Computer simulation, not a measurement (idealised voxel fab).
The process module that follows is named voxel self aligned contacts.
Shown is cross-section cut, with a width of 260 nm and square cells of size 5 nm.
In this document a cross-section is written as a grid of square cells. It is given as a series of bands, listed from the top down, and a band is one or more rows of cells.
Each band's line starts with the height of the band's top and of its bottom, in nm. Then come its materials from left to right, each with its width in nm. One material with "everywhere" fills the band from edge to edge. "empty" is empty space.
Basically, 0 is our baseline, since under it the wafer straight out of the box is all one material. The bottom band has no lower end and keeps on going down, so it looks like "from 0 down".
Width: "30 to 40" (first number = top row, second number = bottom row, same change from row to row of cells).
You'll sometimes find "no alterations made" written for a step, and that's the way of saying that nowhere in the cross-section did a cell change during that step.
Entry "Fully closed voids" = empty spaces >= 8 cells with no open way to the top; each as width x height at distance, distance from left edge, all nm.
after a step's settings: what the simulator itself notes on the step
"overlay nm" answers the question of how far to the right of plan the mask lay on a step that has a mask, and when it is negative the answer is to the left.
[Here's what the planned process steps look like]
step 1: RECEIVE, material Si
step 2: CONFORMAL_DEP, material SiO2, thk nm 5
step 3: DIRECTIONAL_DEP, material polySi, thk nm 25
step 4: DIRECTIONAL_DEP, material SiN, thk nm 25
step 5: PATTERN, tone cover, mask id GATE, material resist, width nm 25, pitch nm 70, thk nm 20, overlay nm 0
step 6: DIRECTIONAL_ETCH, etch materials SiN, depth nm 25
step 7: DIRECTIONAL_ETCH, etch materials polySi, depth nm 25
step 8: STRIP, etch materials resist
step 9: CONFORMAL_DEP, material SiN, thk nm 10
step 10: DIRECTIONAL_ETCH, etch materials SiN, depth nm 10
step 11: FILL_DEP, material SiO2, thk nm 20
step 12: CMP, height nm 65
step 13: MASKED_ETCH, tone open, mask id CONTACT, width nm 55, etch materials SiO2, depth nm 65, overlay nm 0
step 14: CONFORMAL_DEP, material TiN, thk nm 5
step 15: FILL_DEP, material Ru, thk nm 5
step 16: CMP, height nm 65
step 17: CONFORMAL_DEP, material SiN, thk nm 5
[On the first of the two wafers: run conducted according to plan]
[Wafer cross-section on receipt, i.e. after step 1]
> from 0 down  Si everywhere
> Fully closed voids: none
[Wafer after step 2 (cross-section)]
> from 5 to 0  SiO2 everywhere
> Anything lower than 0 is untouched.
[Wafer after step 3 (cross-section)]
> from 30 to 5  polySi everywhere
> Anything lower than 5 is untouched.
[Wafer after step 4 (cross-section)]
> from 55 to 30  SiN everywhere
> Anything lower than 30 is untouched.
[Wafer after step 5 (cross-section)]
> from 75 to 55  80 empty; 25 resist; 45 empty; 25 resist; 85 empty
> Anything lower than 55 is untouched.
[Wafer after step 6 (cross-section)]
> from 75 to 55  80 empty; 25 resist; 45 empty; 25 resist; 85 empty
> from 55 to 30  80 empty; 25 SiN; 45 empty; 25 SiN; 85 empty
> Anything lower than 30 is untouched.
[Wafer after step 7 (cross-section)]
> from 75 to 55  80 empty; 25 resist; 45 empty; 25 resist; 85 empty
> from 55 to 30  80 empty; 25 SiN; 45 empty; 25 SiN; 85 empty
> from 30 to 5  80 empty; 25 polySi; 45 empty; 25 polySi; 85 empty
> Anything lower than 5 is untouched.
[Wafer after step 8 (cross-section)]
> from 55 to 30  80 empty; 25 SiN; 45 empty; 25 SiN; 85 empty
> Anything lower than 30 is untouched.
[Wafer after step 9 (cross-section)]
> from 65 to 30  70 empty; 45 SiN; 25 empty; 45 SiN; 75 empty
> from 30 to 15  70 empty; 10 SiN; 25 polySi; 10 SiN; 25 empty; 10 SiN; 25 polySi; 10 SiN; 75 empty
> from 15 to 5  80 SiN; 25 polySi; 45 SiN; 25 polySi; 85 SiN
> Anything lower than 5 is untouched.
[Wafer after step 10 (cross-section)]
> from 55 to 30  70 empty; 45 SiN; 25 empty; 45 SiN; 75 empty
> from 30 to 5  70 empty; 10 SiN; 25 polySi; 10 SiN; 25 empty; 10 SiN; 25 polySi; 10 SiN; 75 empty
> Anything lower than 5 is untouched.
[Wafer after step 11 (cross-section)]
> from 75 to 55  SiO2 everywhere
> from 55 to 30  70 SiO2; 45 SiN; 25 SiO2; 45 SiN; 75 SiO2
> from 30 to 5  70 SiO2; 10 SiN; 25 polySi; 10 SiN; 25 SiO2; 10 SiN; 25 polySi; 10 SiN; 75 SiO2
> Anything lower than 5 is untouched.
[Wafer after step 12 (cross-section)]
> from 65 to 55  SiO2 everywhere
> Anything lower than 55 is untouched.
[Wafer after step 13 (cross-section)]
> from 65 to 55  100 SiO2; 55 empty; 105 SiO2
> from 55 to 30  70 SiO2; 45 SiN; 25 empty; 45 SiN; 75 SiO2
> from 30 to 5  70 SiO2; 10 SiN; 25 polySi; 10 SiN; 25 empty; 10 SiN; 25 polySi; 10 SiN; 75 SiO2
> from 5 to 0  115 SiO2; 25 empty; 120 SiO2
> Anything lower than 0 is untouched.
[Wafer after step 14 (cross-section)]
> from 70 to 65  105 TiN; 45 empty; 110 TiN
> from 65 to 55  100 SiO2; 5 to 20 TiN; 45 to 15 empty; 5 to 20 TiN; 105 SiO2
> from 55 to 30  70 SiO2; 45 SiN; 5 TiN; 15 empty; 5 TiN; 45 SiN; 75 SiO2
> from 30 to 5  70 SiO2; 10 SiN; 25 polySi; 10 SiN; 5 TiN; 15 empty; 5 TiN; 10 SiN; 25 polySi; 10 SiN; 75 SiO2
> from 5 to 0  115 SiO2; 25 TiN; 120 SiO2
> Anything lower than 0 is untouched.
[Wafer after step 15 (cross-section)]
> from 75 to 70  Ru everywhere
> from 70 to 65  105 TiN; 45 Ru; 110 TiN
> from 65 to 55  100 SiO2; 5 to 20 TiN; 45 to 15 Ru; 5 to 20 TiN; 105 SiO2
> from 55 to 30  70 SiO2; 45 SiN; 5 TiN; 15 Ru; 5 TiN; 45 SiN; 75 SiO2
> from 30 to 5  70 SiO2; 10 SiN; 25 polySi; 10 SiN; 5 TiN; 15 Ru; 5 TiN; 10 SiN; 25 polySi; 10 SiN; 75 SiO2
> Anything lower than 5 is untouched.
[Wafer after step 16 (cross-section)]
> from 65 to 55  100 SiO2; 5 to 20 TiN; 45 to 15 Ru; 5 to 20 TiN; 105 SiO2
> Anything lower than 55 is untouched.
[Wafer after step 17 (cross-section)]
> from 70 to 65  SiN everywhere
> Anything lower than 65 is untouched.
[The remaining wafer, second of the two, started like the first and was run to the same plan, except that one mistake was made along the way; the two coincide through step 4, inclusive]
[Cross-section of the second wafer corresponding to the planned conclusion of step 5]
> from 75 to 55  80 resist; 25 empty; 45 resist; 25 empty; 85 resist
> Anything lower than 55 is untouched.
[Cross-section of the second wafer corresponding to the planned conclusion of step 6]
> from 75 to 55  80 resist; 25 empty; 45 resist; 25 empty; 85 resist
> from 55 to 30  80 SiN; 25 empty; 45 SiN; 25 empty; 85 SiN
> Anything lower than 30 is untouched.
[Cross-section of the second wafer corresponding to the planned conclusion of step 7]
> from 75 to 55  80 resist; 25 empty; 45 resist; 25 empty; 85 resist
> from 55 to 30  80 SiN; 25 empty; 45 SiN; 25 empty; 85 SiN
> from 30 to 5  80 polySi; 25 empty; 45 polySi; 25 empty; 85 polySi
> Anything lower than 5 is untouched.
[Cross-section of the second wafer corresponding to the planned conclusion of step 8]
> from 55 to 30  80 SiN; 25 empty; 45 SiN; 25 empty; 85 SiN
> Anything lower than 30 is untouched.
[Cross-section of the second wafer corresponding to the planned conclusion of step 9]
> from 65 to 30  90 SiN; 5 empty; 65 SiN; 5 empty; 95 SiN
> from 30 to 15  80 polySi; 10 SiN; 5 empty; 10 SiN; 45 polySi; 10 SiN; 5 empty; 10 SiN; 85 polySi
> from 15 to 5  80 polySi; 25 SiN; 45 polySi; 25 SiN; 85 polySi
> Anything lower than 5 is untouched.
[Cross-section of the second wafer corresponding to the planned conclusion of step 10]
> from 55 to 30  90 SiN; 5 empty; 65 SiN; 5 empty; 95 SiN
> from 30 to 5  80 polySi; 10 SiN; 5 empty; 10 SiN; 45 polySi; 10 SiN; 5 empty; 10 SiN; 85 polySi
> Anything lower than 5 is untouched.
[Cross-section of the second wafer corresponding to the planned conclusion of step 11]
> from 75 to 55  SiO2 everywhere
> from 55 to 30  90 SiN; 5 SiO2; 65 SiN; 5 SiO2; 95 SiN
> from 30 to 5  80 polySi; 10 SiN; 5 SiO2; 10 SiN; 45 polySi; 10 SiN; 5 SiO2; 10 SiN; 85 polySi
> Anything lower than 5 is untouched.
[Cross-section of the second wafer corresponding to the planned conclusion of step 12]
> from 65 to 55  SiO2 everywhere
> Anything lower than 55 is untouched.
[Cross-section of the second wafer corresponding to the planned conclusion of step 13]
> from 65 to 55  100 SiO2; 55 empty; 105 SiO2
> Anything lower than 55 is untouched.
[Cross-section of the second wafer corresponding to the planned conclusion of step 14]
> from 70 to 65  105 TiN; 45 empty; 110 TiN
> from 65 to 60  100 SiO2; 5 TiN; 45 empty; 5 TiN; 105 SiO2
> from 60 to 55  100 SiO2; 55 TiN; 105 SiO2
> Anything lower than 55 is untouched.
[Cross-section of the second wafer corresponding to the planned conclusion of step 15]
> from 75 to 70  Ru everywhere
> from 70 to 65  105 TiN; 45 Ru; 110 TiN
> from 65 to 60  100 SiO2; 5 TiN; 45 Ru; 5 TiN; 105 SiO2
> Anything lower than 60 is untouched.
[Cross-section of the second wafer corresponding to the planned conclusion of step 16]
> from 65 to 60  100 SiO2; 5 TiN; 45 Ru; 5 TiN; 105 SiO2
> Anything lower than 60 is untouched.
[Cross-section of the second wafer corresponding to the planned conclusion of step 17]
> from 70 to 65  SiN everywhere
> Anything lower than 65 is untouched.
Misprocessing identified: it should be noted that step 5 was executed with settings other than those planned, the operation and settings actually applied being PATTERN, tone open, mask id GATE, material resist, width nm 25, pitch nm 70, thk nm 20, overlay nm 0
Final tally in cells, some materials are higher or lower on the second wafer than on the first: Ru -33 | SiN +160 | SiO2 -265 | TiN -22 | polySi +160
